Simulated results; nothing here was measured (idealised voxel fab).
process module | voxel lift off
cross-section cut | 295 nm wide | cells 5 nm
A cross-section is a grid of square cells, given in bands from the top down. A band is one or more rows of cells.
Each band's line starts with the height of the band's top and of its bottom, in nm. Then come its materials from left to right, each with its width in nm. One material with "throughout" fills the band from edge to edge. "air" is empty space.
Height 0 is the level under which the wafer as received is all one material. The lowest band goes on downwards, as in "0 down".
A width such as "30 to 40" changes by the same amount from each row of cells to the next, from the band's top row to its bottom row.
"no change" after a step means that no cell of the cross-section changed.
closed voids: empty space of 8 cells or more with no open way to the top, each as width x height at its distance from the left edge, in nm
after a step's settings: what the simulator itself notes on the step
overlay nm, on a step with a mask: how far to the right of its planned place the mask lay; to the left if negative
plan
1 op RECEIVE | material Si
2 op CONFORMAL_DEP | material Al2O3 | thk nm 15
3 op PATTERN | tone open | mask id LINES | material resist | width nm 30 | pitch nm 55 | thk nm 15 | overlay nm 0
4 op DIRECTIONAL_DEP | material Ru | thk nm 5
5 op STRIP | etch materials resist
6 op CONFORMAL_DEP | material SiO2 | thk nm 10
as received, after step 1
  0 down: Si throughout
  closed voids: none
first wafer at the end, as planned
  30 to 25: air 65 | SiO2 50 | air 5 | SiO2 50 | air 5 | SiO2 50 | air 70
  25 to 20: SiO2 throughout
  20 to 15: SiO2 75 | Ru 30 | SiO2 25 | Ru 30 | SiO2 25 | Ru 30 | SiO2 80
  15 to 0: Al2O3 throughout
  0 down: Si throughout
  closed voids: none
second wafer at the end: like start, like plan, one mistake
  25 to 20: air 70 | SiO2 40 | air 15 | SiO2 40 | air 15 | SiO2 40 | air 75
  20 to 15: SiO2 75 | Ru 30 | SiO2 25 | Ru 30 | SiO2 25 | Ru 30 | SiO2 80
  15 to 0: Al2O3 throughout
  0 down: Si throughout
  closed voids: none
what went wrong: step 6 ran as: op CONFORMAL_DEP | material SiO2 | thk nm 5
at the end the second wafer has, in cells: 65 fewer of SiO2
